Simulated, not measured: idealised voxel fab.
Name of the process module below: voxel gate over fins
Cross-sectional view cut (width: 220 nm; square cell size: 5 nm).
Format of a cross-section: grid, square cells. Given as bands. Order: top down. Band: one or more rows of cells. Top, bottom (nm), then materials left to right with widths (nm); lone material tagged "all across" fills the whole band edge to edge; "air" = empty space. Heights from 0 (as-received wafer is one material below). Bottom band endless downward, as "top 0, no bottom". Top row gets the first number, bottom row gets the second, and each row in between changes by the same step: that is how a band width like "30 to 40" works. No cell of the cross-section changed in a step that is given as "no change occurred". In "Sealed void inventory" the enclosed voids are listed, meaning empty spaces of 8 cells or larger without any opening to the top. The form is width x height at distance, distance from the left edge, units nm. Whatever follows a step's settings on its line is a remark the simulator itself makes about that step. overlay nm: right-of-plan distance of the mask on a masked step; negative values mean left-of-plan.
**Steps planned for the process**
1,RECEIVE,material Si
2,CONFORMAL_DEP,material SiN,thk nm 5
3,DIRECTIONAL_DEP,material aC,thk nm 10
4,PATTERN,tone cover,mask id FINS,material resist,width nm 15,pitch nm 40,thk nm 25,overlay nm 0
5,DIRECTIONAL_ETCH,etch materials aC,depth nm 10
6,STRIP,etch materials resist
7,DIRECTIONAL_ETCH,etch materials SiN,depth nm 5
8,DIRECTIONAL_ETCH,etch materials Si,depth nm 40
9,STRIP,etch materials aC
10,OXIDIZE,depth nm 5
11,FILL_DEP,material SiO2,thk nm 5
12,CMP,height nm 5
13,SELECTIVE_ETCH,etch materials SiO2,depth nm 15
14,STRIP,etch materials SiN
15,CONFORMAL_DEP,material HfO2,thk nm 5
16,CONFORMAL_DEP,material TiN,thk nm 5
17,CONFORMAL_DEP,material TiAl,thk nm 5
18,CONFORMAL_DEP,material TiN,thk nm 5
19,FILL_DEP,material W,thk nm 10
20,CMP,height nm 25
21,CONFORMAL_DEP,material SiCN,thk nm 10
**Incoming wafer, cross-sectional view, post step 1**
* top 0, no bottom = Si all across
* Sealed void inventory: none
**Cross-section taken at module completion on the first of two wafers; processed per the plan**
* top 35, bottom 25 = SiCN all across
* top 25, bottom 20 = W all across
* top 20, bottom 15 = W: 25  TiN: 165  W: 30
* top 15, bottom 10 = W: 25  TiN: 5  TiAl: 35  TiN: 5  TiAl: 35  TiN: 5  TiAl: 35  TiN: 5  TiAl: 35  TiN: 5  W: 30
* top 10, bottom 5 = TiN: 30  TiAl: 5  TiN: 25  TiAl: 5  TiN: 5  TiAl: 5  TiN: 25  TiAl: 5  TiN: 5  TiAl: 5  TiN: 25  TiAl: 5  TiN: 5  TiAl: 5  TiN: 25  TiAl: 5  TiN: 35
* top 5, bottom 0 = TiAl: 35  TiN: 5  HfO2: 15  TiN: 5  TiAl: 15  TiN: 5  HfO2: 15  TiN: 5  TiAl: 15  TiN: 5  HfO2: 15  TiN: 5  TiAl: 15  TiN: 5  HfO2: 15  TiN: 5  TiAl: 40
* top 0, bottom -5 = TiN: 40  HfO2: 5  Si: 5  HfO2: 5  TiN: 25  HfO2: 5  Si: 5  HfO2: 5  TiN: 25  HfO2: 5  Si: 5  HfO2: 5  TiN: 25  HfO2: 5  Si: 5  HfO2: 5  TiN: 45
* top -5, bottom -10 = HfO2: 45  Si: 5  HfO2: 35  Si: 5  HfO2: 35  Si: 5  HfO2: 35  Si: 5  HfO2: 50
* top -10, bottom -45 = SiO2: 45  Si: 5  SiO2: 35  Si: 5  SiO2: 35  Si: 5  SiO2: 35  Si: 5  SiO2: 50
* top -45, no bottom = Si all across
* Sealed void inventory: none
**Now the second wafer, cross-sectioned at the end of the module. Nothing different at the start, nothing different in the plan compared with the first, just one mistake when it was actually run**
* top 35, bottom 25 = SiCN all across
* top 25, bottom 20 = W all across
* top 20, bottom 15 = TiN all across
* top 15, bottom 10 = TiAl all across
* top 10, bottom 5 = TiN: 45  TiAl: 5  TiN: 35  TiAl: 5  TiN: 35  TiAl: 5  TiN: 35  TiAl: 5  TiN: 50
* top 5, bottom 0 = HfO2: 40  TiN: 5  TiAl: 5  TiN: 5  HfO2: 25  TiN: 5  TiAl: 5  TiN: 5  HfO2: 25  TiN: 5  TiAl: 5  TiN: 5  HfO2: 25  TiN: 5  TiAl: 5  TiN: 5  HfO2: 45
* top 0, bottom -5 = Si: 35  HfO2: 5  TiN: 15  HfO2: 5  Si: 15  HfO2: 5  TiN: 15  HfO2: 5  Si: 15  HfO2: 5  TiN: 15  HfO2: 5  Si: 15  HfO2: 5  TiN: 15  HfO2: 5  Si: 40
* top -5, bottom -10 = Si: 35  HfO2: 25  Si: 15  HfO2: 25  Si: 15  HfO2: 25  Si: 15  HfO2: 25  Si: 40
* top -10, bottom -45 = Si: 35  SiO2: 25  Si: 15  SiO2: 25  Si: 15  SiO2: 25  Si: 15  SiO2: 25  Si: 40
* top -45, no bottom = Si all across
* Sealed void inventory: none
It is concluded that the wafer was processed incorrectly with respect to the plan, in that note that step 4 departed from the planned setting and was carried out as PATTERN,tone open,mask id FINS,material resist,width nm 15,pitch nm 40,thk nm 25,overlay nm 0
Cell-count delta at end, second wafer over first, by material: +180 Si; -140 SiO2; -8 TiAl; -10 TiN; -22 W
